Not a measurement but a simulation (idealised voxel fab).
process module | voxel gate over fins
cross-section cut | 250 nm wide | cells 5 nm
A cross-section is a grid of square cells, given in bands from the top down. A band is one or more rows of cells.
Each band's line starts with the height of the band's top and of its bottom, in nm. Then come its materials from left to right, each with its width in nm. One material with "throughout" fills the band from edge to edge. "air" is empty space.
Height 0 is the level under which the wafer as received is all one material. The lowest band goes on downwards, as in "0 down".
A width such as "30 to 40" changes by the same amount from each row of cells to the next, from the band's top row to its bottom row.
"no change" after a step means that no cell of the cross-section changed.
closed voids: empty space of 8 cells or more with no open way to the top, each as width x height at its distance from the left edge, in nm
after a step's settings: what the simulator itself notes on the step
overlay nm, on a step with a mask: how far to the right of its planned place the mask lay; to the left if negative
plan
1 op RECEIVE | material Si
2 op CONFORMAL_DEP | material SiN | thk nm 10
3 op DIRECTIONAL_DEP | material aC | thk nm 10
4 op PATTERN | tone cover | mask id FINS | material resist | width nm 15 | pitch nm 50 | thk nm 25 | overlay nm 0
5 op DIRECTIONAL_ETCH | etch materials aC | depth nm 10
6 op STRIP | etch materials resist
7 op DIRECTIONAL_ETCH | etch materials SiN | depth nm 10
8 op DIRECTIONAL_ETCH | etch materials Si | depth nm 35
9 op STRIP | etch materials aC
10 op FILL_DEP | material SiO2 | thk nm 5
11 op CMP | height nm 10
12 op MASKED_ETCH | tone open | mask id RAIL | width nm 15 | etch materials SiO2 | depth nm 40 | overlay nm 0
13 op CONFORMAL_DEP | material TiN | thk nm 5
14 op FILL_DEP | material Ru | thk nm 10
15 op CMP | height nm 10
16 op SELECTIVE_ETCH | etch materials W Ru TiN | depth nm 35
17 op FILL_DEP | material SiO2 | thk nm 5
18 op CMP | height nm 10
19 op SELECTIVE_ETCH | etch materials SiO2 | depth nm 25
20 op STRIP | etch materials SiN
21 op CONFORMAL_DEP | material HfO2 | thk nm 5
22 op CONFORMAL_DEP | material TiN | thk nm 5
23 op CONFORMAL_DEP | material TiAl | thk nm 5
24 op CONFORMAL_DEP | material TiN | thk nm 5
25 op FILL_DEP | material W | thk nm 10
26 op CMP | height nm 25
27 op CONFORMAL_DEP | material SiCN | thk nm 5
as received, after step 1
  0 down: Si throughout
  closed voids: none
first wafer at the end, as planned
  30 to 25: SiCN throughout
  25 to 20: W throughout
  20 to 15: W 70 | TiN 105 | W 75
  15 to 10: W 70 | TiN 5 | TiAl 45 | TiN 5 | TiAl 45 | TiN 5 | W 75
  10 to 5: W 70 | TiN 5 | TiAl 5 | TiN 35 | TiAl 5 | TiN 5 | TiAl 5 | TiN 35 | TiAl 5 | TiN 5 | W 75
  5 to 0: TiN 75 | TiAl 5 | TiN 5 | HfO2 25 | TiN 5 | TiAl 5 | TiN 5 | TiAl 5 | TiN 5 | HfO2 25 | TiN 5 | TiAl 5 | TiN 80
  0 to -5: TiAl 80 | TiN 5 | HfO2 5 | Si 15 | HfO2 5 | TiN 5 | TiAl 15 | TiN 5 | HfO2 5 | Si 15 | HfO2 5 | TiN 5 | TiAl 85
  -5 to -10: TiN 85 | HfO2 5 | Si 15 | HfO2 5 | TiN 25 | HfO2 5 | Si 15 | HfO2 5 | TiN 90
  -10 to -15: HfO2 90 | Si 15 | HfO2 35 | Si 15 | HfO2 95
  -15 to -25: SiO2 90 | Si 15 | SiO2 35 | Si 15 | SiO2 95
  -25 to -30: SiO2 90 | Si 15 | SiO2 10 | TiN 15 | SiO2 10 | Si 15 | SiO2 95
  -30 to -35: SiO2 90 | Si 15 | SiO2 35 | Si 15 | SiO2 95
  -35 down: Si throughout
  closed voids: none
second wafer at the end: like start, like plan, one mistake
  30 to 25: HfO2 throughout
  25 to 20: W throughout
  20 to 15: W 70 | TiN 105 | W 75
  15 to 10: W 70 | TiN 5 | TiAl 45 | TiN 5 | TiAl 45 | TiN 5 | W 75
  10 to 5: W 70 | TiN 5 | TiAl 5 | TiN 35 | TiAl 5 | TiN 5 | TiAl 5 | TiN 35 | TiAl 5 | TiN 5 | W 75
  5 to 0: TiN 75 | TiAl 5 | TiN 5 | HfO2 25 | TiN 5 | TiAl 5 | TiN 5 | TiAl 5 | TiN 5 | HfO2 25 | TiN 5 | TiAl 5 | TiN 80
  0 to -5: TiAl 80 | TiN 5 | HfO2 5 | Si 15 | HfO2 5 | TiN 5 | TiAl 15 | TiN 5 | HfO2 5 | Si 15 | HfO2 5 | TiN 5 | TiAl 85
  -5 to -10: TiN 85 | HfO2 5 | Si 15 | HfO2 5 | TiN 25 | HfO2 5 | Si 15 | HfO2 5 | TiN 90
  -10 to -15: HfO2 90 | Si 15 | HfO2 35 | Si 15 | HfO2 95
  -15 to -25: SiO2 90 | Si 15 | SiO2 35 | Si 15 | SiO2 95
  -25 to -30: SiO2 90 | Si 15 | SiO2 10 | TiN 15 | SiO2 10 | Si 15 | SiO2 95
  -30 to -35: SiO2 90 | Si 15 | SiO2 35 | Si 15 | SiO2 95
  -35 down: Si throughout
  closed voids: none
what went wrong: step 27 ran as: op CONFORMAL_DEP | material HfO2 | thk nm 5
at the end the second wafer has, in cells: 50 more of HfO2 | 50 fewer of SiCN
